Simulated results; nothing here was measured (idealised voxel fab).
You're looking at the process module voxel fin reveal.
Shown is cross-section cut, with a width of 205 nm and square cells of size 5 nm.
Just so we're on the same page, the cross-sections are grids of square cells, and they're listed out in bands top to bottom, each band one or more rows deep. What a band's entry tells you: where the top is and where the bottom is, as heights in nm, and after that what lies inside, material by material from left to right, each with its width in nm. Empty space is written as the word "empty", and a single material marked with the word "edge to edge" occupies the band from edge to edge. For the purposes of this specification, 0 denotes the height below which the wafer in its as-received condition is composed wholly of one material, and the lowermost band, lacking a lower limit, extends downward without end, as expressed in "0..down". You'd read "30 to 40" like this: the band's top row of cells is as wide as the first number, its bottom row is as wide as the second, and going down, every row changes width by the same amount as the row before did. "nothing altered" -> step changed no cross-section cell. Closed empty spaces (no open way to the top) of 8 cells or more are what "Closed void catalog" lists, each as width x height at distance from the left edge, nm for all three. after a step's settings: what the simulator itself notes on the step. "overlay nm" denotes, for a step that has a mask, the displacement of the mask to the right of its planned place, with negative values corresponding to the left.

Planned step list for the process
1: RECEIVE with material Si
2: CONFORMAL_DEP with material SiN, thk nm 5
3: DIRECTIONAL_DEP with material aC, thk nm 15
4: PATTERN with tone cover, mask id FINS, material resist, width nm 15, pitch nm 40, thk nm 30, overlay nm 0
5: DIRECTIONAL_ETCH with etch materials aC, depth nm 5
6: STRIP with etch materials resist
7: DIRECTIONAL_ETCH with etch materials SiN, depth nm 5
8: DIRECTIONAL_ETCH with etch materials Si, depth nm 40
9: STRIP with etch materials aC
10: OXIDIZE with depth nm 5
11: FILL_DEP with material SiO2, thk nm 15
12: CMP with height nm 5
13: SELECTIVE_ETCH with etch materials SiO2, depth nm 30
14: STRIP with etch materials SiN
15: CONFORMAL_DEP with material HfO2, thk nm 5
It is noted that the wafers described herein are identical at the outset and are distinguished by the depth nm of step 5; the value stated in the plan corresponds to the first wafer.

Received wafers, first of several: cross-section after step 1
0..down  Si edge to edge
Closed void catalog: none

Rows = wafers. At module end, each row lists per material the cells gained (+) or lost (-) since the wafer was received, then the closed voids
depth nm 5; +41 HfO2; Closed void catalog: none
depth nm 10; +41 HfO2; Closed void catalog: none
depth nm 15; +71 HfO2; -342 Si; +152 SiO2; Closed void catalog: none
depth nm 20; +71 HfO2; -342 Si; +152 SiO2; Closed void catalog: none
depth nm 25; +71 HfO2; -342 Si; +152 SiO2; Closed void catalog: none
depth nm 30; +71 HfO2; -342 Si; +152 SiO2; Closed void catalog: none
